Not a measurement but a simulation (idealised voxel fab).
The following is a process module called voxel double patterning.
Cross-sectional view cut (width: 295 nm; square cell size: 5 nm).
Cross-section spec: square-cell grid; bands listed top down; each band is one or more rows.
Heights first: top, then bottom, in nm. Then materials, left to right, each with a width in nm. "throughout" on a single material: fills the band edge to edge. "air": empty space.
Heights are reckoned from 0. Under this level, the received wafer is all of one material. The bottommost band is open-ended downward, for example "0..down".
Top row gets the first number, bottom row gets the second, and each row in between changes by the same step: that is how a band width like "30..40" works.
"remained the same" (step): cross-section cells unchanged, all of them.
Enclosed void entries: empty space of 8 cells or more with no open way to the top, each as width x height at its distance from the left edge, in nm
Text after the settings on a step's line: the simulator's own remark on that step.
Regarding "overlay nm": on a step with a mask, it is the distance the mask lay to the right of its planned place; a negative value places it to the left.

## plan
1. RECEIVE [material Si]
2. CONFORMAL_DEP [material SiN] [thk nm 10]
3. DIRECTIONAL_DEP [material SiO2] [thk nm 15]
4. DIRECTIONAL_DEP [material SiCN] [thk nm 5]
5. PATTERN [tone open] [mask id FIRST] [material resist] [width nm 15] [pitch nm 50] [thk nm 15] [overlay nm 0]
6. DIRECTIONAL_ETCH [etch materials SiCN] [depth nm 5]
7. STRIP [etch materials resist]
8. DIRECTIONAL_DEP [material aC] [thk nm 10]
9. PATTERN [tone open] [mask id SECOND] [material resist] [width nm 15] [thk nm 30] [overlay nm 0]
10. DIRECTIONAL_ETCH [etch materials aC] [depth nm 10]
11. STRIP [etch materials resist]
12. DIRECTIONAL_ETCH [etch materials SiCN] [depth nm 5]
13. STRIP [etch materials aC]
14. DIRECTIONAL_ETCH [etch materials SiO2] [depth nm 15]
15. STRIP [etch materials SiCN]

## as received, after step 1
	0..down  Si throughout
	Enclosed void entries: none

## Cross-section: first of two wafers, module finished, run according to plan
	25..10  115 nm SiO2 / 15 nm air / 10 nm SiO2 / 15 nm air / 10 nm SiO2 / 15 nm air / 115 nm SiO2
	10..0  SiN throughout
	0..down  Si throughout
	Enclosed void entries: none

## Second wafer through the module, sectioned at the end: same beginning and same plan as the first wafer, with one mistake in carrying it out
	15..0  115 nm SiO2 / 15 nm air / 10 nm SiO2 / 15 nm air / 10 nm SiO2 / 15 nm air / 115 nm SiO2
	0..down  Si throughout
	Enclosed void entries: none
What was the processing mistake? step 2 of the plan did not run at all; it was left out
Final cells, second wafer relative to first, materials higher or lower: 118 fewer of SiN
